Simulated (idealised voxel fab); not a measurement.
Name of the process module below: voxel self aligned vias
cross-section cut | 290 nm wide | cells 5 nm
Each cross-section below is a grid of square cells, stated as bands in top-down order, with one or more rows of cells making up each band.
Band entry format. Leading values: height of top, height of bottom, nm. Remainder: materials in left-to-right order, each with its width in nm. Special words: "edge to edge" on a single material, which then fills the band edge to edge; "air", empty space.
The reference from which all heights are counted is 0, the level beneath which the as-received wafer is entirely one material; the lowest band, having no lower bound, proceeds downward and is written after the example "0 and below".
The width entry "30 to 40" should be interpreted row by row: the top row of cells in the band takes the first number, the bottom row takes the second number, and the change between adjacent rows is uniform throughout.
It should be understood that the words "identical to before", when stated for a given step, signify that the cross-section underwent no change in any of its cells during that step.
"Closed cavity list" contains a list of empty spaces, each no smaller than 8 cells and without an open way to the top, written in the form width x height at distance with the distance from the left edge and all three in nm.
On a step's line, text after the settings is the simulator commenting on that step.
The optional step-line setting "overlay nm" applies to steps with a mask and quantifies how far to the right of its planned location the mask lay, a negative value indicating leftward placement.
-- Planned process steps
1 RECEIVE, material Si
2 CONFORMAL_DEP, material SiO2, thk nm 10
3 CONFORMAL_DEP, material SiCN, thk nm 5
4 DIRECTIONAL_DEP, material lowk, thk nm 25
5 MASKED_ETCH, tone open, mask id LINES, width nm 25, pitch nm 65, etch materials lowk, depth nm 25, overlay nm 0
6 CONFORMAL_DEP, material TiN, thk nm 5
7 FILL_DEP, material Ru, thk nm 5
8 CMP, height nm 40
9 SELECTIVE_ETCH, etch materials W Ru TiN, depth nm 10
10 FILL_DEP, material SiN, thk nm 10
11 CMP, height nm 40
12 DIRECTIONAL_DEP, material lowk, thk nm 20
13 MASKED_ETCH, tone open, mask id VIAS, width nm 45, etch materials lowk, depth nm 20, overlay nm 0
14 MASKED_ETCH, tone open, mask id VIAS, width nm 45, etch materials SiN, depth nm 10, overlay nm 0
15 CONFORMAL_DEP, material TiN, thk nm 5
16 FILL_DEP, material Ru, thk nm 10
17 CMP, height nm 60
18 CONFORMAL_DEP, material SiCN, thk nm 5
-- As received (post step 1): cross-section
	0 and below | Si edge to edge
	Closed cavity list: none
-- Module complete, cross-section. Starting point and plan per above. One mistake made in running the module
	65 down to 60 | SiCN edge to edge
	60 down to 45 | lowk 100 nm; TiN 5 nm; Ru 35 nm; TiN 5 nm; lowk 145 nm
	45 down to 40 | lowk 100 nm; TiN 5 nm; Ru 15 nm; TiN 25 nm; lowk 145 nm
	40 down to 35 | lowk 100 nm; TiN 5 nm; Ru 15 nm; TiN 5 nm; lowk 40 nm; SiN 25 nm; lowk 100 nm
	35 down to 30 | lowk 100 nm; TiN 25 nm; lowk 40 nm; SiN 25 nm; lowk 100 nm
	30 down to 20 | lowk 100 nm; TiN 5 nm; Ru 15 nm; TiN 5 nm; lowk 40 nm; TiN 5 nm; Ru 15 nm; TiN 5 nm; lowk 100 nm
	20 down to 15 | lowk 100 nm; TiN 25 nm; lowk 40 nm; TiN 25 nm; lowk 100 nm
	15 down to 10 | SiCN edge to edge
	10 down to 0 | SiO2 edge to edge
	0 and below | Si edge to edge
	Closed cavity list: none
Finding, execution versus plan: step 13 went in with a setting other than planned; the actual run was MASKED_ETCH, tone open, mask id VIAS, width nm 45, etch materials lowk, depth nm 20, overlay nm 10
